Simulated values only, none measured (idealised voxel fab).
The process module presented herein is designated voxel capacitor over wiring.
Shown is cross-section cut, with a width of 245 nm and square cells of size 5 nm.
Just so we're on the same page, the cross-sections are grids of square cells, and they're listed out in bands top to bottom, each band one or more rows deep. This entry defines a band. It first specifies the height of the band's top and the height of its bottom in nm, and then specifies the band's materials from left to right, stating each material with its width in nm. The word "edge to edge" identifies a single material that fills the band from edge to edge, while the word "air" identifies empty space. Height datum 0, below which the as-received substrate wafer is one material. Lowest band open at the bottom, running downward: "top 0, no bottom". Width: "30..40" (first number = top row, second number = bottom row, same change from row to row of cells). For the purposes of this document, the phrase "nothing different" attached to a step denotes that no cell within the cross-section was modified by that step. Entry "Enclosed void entries" = empty spaces >= 8 cells with no open way to the top; each as width x height at distance, distance from left edge, all nm. The remark found on a step's line after its settings is issued by the simulator itself and pertains to that step. Among the settings permitted on a step's line is "overlay nm"; applied to a step with a mask, it specifies the extent to which the mask lay to the right of its planned position, whereas a negative figure signifies a position to the left.

This section lists the process steps that were planned
1 RECEIVE with material Si
2 CONFORMAL_DEP with material SiO2, thk nm 15
3 CONFORMAL_DEP with material SiN, thk nm 5
4 DIRECTIONAL_DEP with material SiO2, thk nm 15
5 MASKED_ETCH with tone open, mask id METAL_1, width nm 30, pitch nm 100, etch materials SiO2, depth nm 15, overlay nm 0
6 MASKED_ETCH with tone open, mask id METAL_1, width nm 30, pitch nm 100, etch materials SiN, depth nm 5, overlay nm 0
7 CONFORMAL_DEP with material TiN, thk nm 5
8 FILL_DEP with material W, thk nm 10
9 CMP with height nm 35
10 EPI with material Ru, thk nm 5
11 FILL_DEP with material SiCN, thk nm 5
12 DIRECTIONAL_DEP with material SiO2, thk nm 20
13 DIRECTIONAL_DEP with material aC, thk nm 15
14 PATTERN with tone open, mask id PLUG_1, material resist, width nm 15, thk nm 35, overlay nm 0
15 DIRECTIONAL_ETCH with etch materials aC, depth nm 15
16 STRIP with etch materials resist
17 DIRECTIONAL_ETCH with etch materials SiO2, depth nm 20
18 DIRECTIONAL_ETCH with etch materials SiCN, depth nm 5
19 STRIP with etch materials aC
20 CONFORMAL_DEP with material TiN, thk nm 5
21 FILL_DEP with material Ru, thk nm 5
22 CMP with height nm 65
23 DIRECTIONAL_DEP with material TiN, thk nm 5
24 DIRECTIONAL_DEP with material SiN, thk nm 5
25 DIRECTIONAL_DEP with material TiN, thk nm 5
26 DIRECTIONAL_DEP with material aC, thk nm 15
27 PATTERN with tone cover, mask id UPPER_PLATE, material resist, width nm 75, thk nm 30, overlay nm 0
28 DIRECTIONAL_ETCH with etch materials aC, depth nm 15
29 STRIP with etch materials resist
30 DIRECTIONAL_ETCH with etch materials TiN, depth nm 5
31 DIRECTIONAL_ETCH with etch materials SiN, depth nm 5
32 STRIP with etch materials aC
33 DIRECTIONAL_DEP with material aC, thk nm 15
34 PATTERN with tone cover, mask id LOWER_PLATE, material resist, width nm 85, thk nm 30, overlay nm 0
35 DIRECTIONAL_ETCH with etch materials aC, depth nm 15
36 STRIP with etch materials resist
37 DIRECTIONAL_ETCH with etch materials TiN, depth nm 5
38 STRIP with etch materials aC
39 FILL_DEP with material SiO2, thk nm 20
40 CMP with height nm 95
41 PATTERN with tone open, mask id PLUG_2, material resist, width nm 15, thk nm 20, overlay nm 0
42 DIRECTIONAL_ETCH with etch materials SiO2, depth nm 15
43 STRIP with etch materials resist
44 CONFORMAL_DEP with material TiN, thk nm 5
45 FILL_DEP with material Ru, thk nm 10
46 CMP with height nm 95
47 CONFORMAL_DEP with material SiN, thk nm 5

Wafer cross-section on receipt, i.e. after step 1
  top 0, no bottom: Si edge to edge
  Enclosed void entries: none

Wafer cross-section at module end: first of two, run to plan
  top 100, bottom 95: SiN edge to edge
  top 95, bottom 85: SiO2: 80 | TiN: 5 | Ru: 5 | TiN: 5 | SiO2: 150
  top 85, bottom 75: SiO2: 80..70 | TiN: 15..75 | SiO2: 150..100
  top 75, bottom 70: SiO2: 70 | SiN: 75 | SiO2: 100
  top 70, bottom 65: SiO2: 65 | TiN: 85 | SiO2: 95
  top 65, bottom 45: SiO2: 70 | TiN: 5 | Ru: 5 | TiN: 5 | SiO2: 160
  top 45, bottom 40: SiCN: 70 | TiN: 15 | SiCN: 160
  top 40, bottom 35: SiCN: 50 | Ru: 40 | SiCN: 60 | Ru: 40 | SiCN: 55
  top 35, bottom 20: SiO2: 55 | TiN: 5 | W: 20 | TiN: 5 | SiO2: 70 | TiN: 5 | W: 20 | TiN: 5 | SiO2: 60
  top 20, bottom 15: SiN: 55 | TiN: 30 | SiN: 70 | TiN: 30 | SiN: 60
  top 15, bottom 0: SiO2 edge to edge
  top 0, no bottom: Si edge to edge
  Enclosed void entries: none

Wafer two cross-section, module end. Start and plan unchanged from wafer one; one mistake made during the run
  top 100, bottom 95: SiN edge to edge
  top 95, bottom 85: SiO2: 80 | TiN: 5 | Ru: 5 | TiN: 5 | SiO2: 150
  top 85, bottom 75: SiO2: 80..70 | TiN: 15..75 | SiO2: 150..100
  top 75, bottom 70: SiO2 edge to edge
  top 70, bottom 65: TiN edge to edge
  top 65, bottom 45: SiO2: 70 | TiN: 5 | Ru: 5 | TiN: 5 | SiO2: 160
  top 45, bottom 40: SiCN: 70 | TiN: 15 | SiCN: 160
  top 40, bottom 35: SiCN: 50 | Ru: 40 | SiCN: 60 | Ru: 40 | SiCN: 55
  top 35, bottom 20: SiO2: 55 | TiN: 5 | W: 20 | TiN: 5 | SiO2: 70 | TiN: 5 | W: 20 | TiN: 5 | SiO2: 60
  top 20, bottom 15: SiN: 55 | TiN: 30 | SiN: 70 | TiN: 30 | SiN: 60
  top 15, bottom 0: SiO2 edge to edge
  top 0, no bottom: Si edge to edge
  Enclosed void entries: none
Misprocessing identified: the process deviated at step 24: the operation and settings actually run there were DIRECTIONAL_DEP with material SiO2, thk nm 5
Final cells, second wafer relative to first, materials higher or lower: -15 SiN | -17 SiO2 | +32 TiN
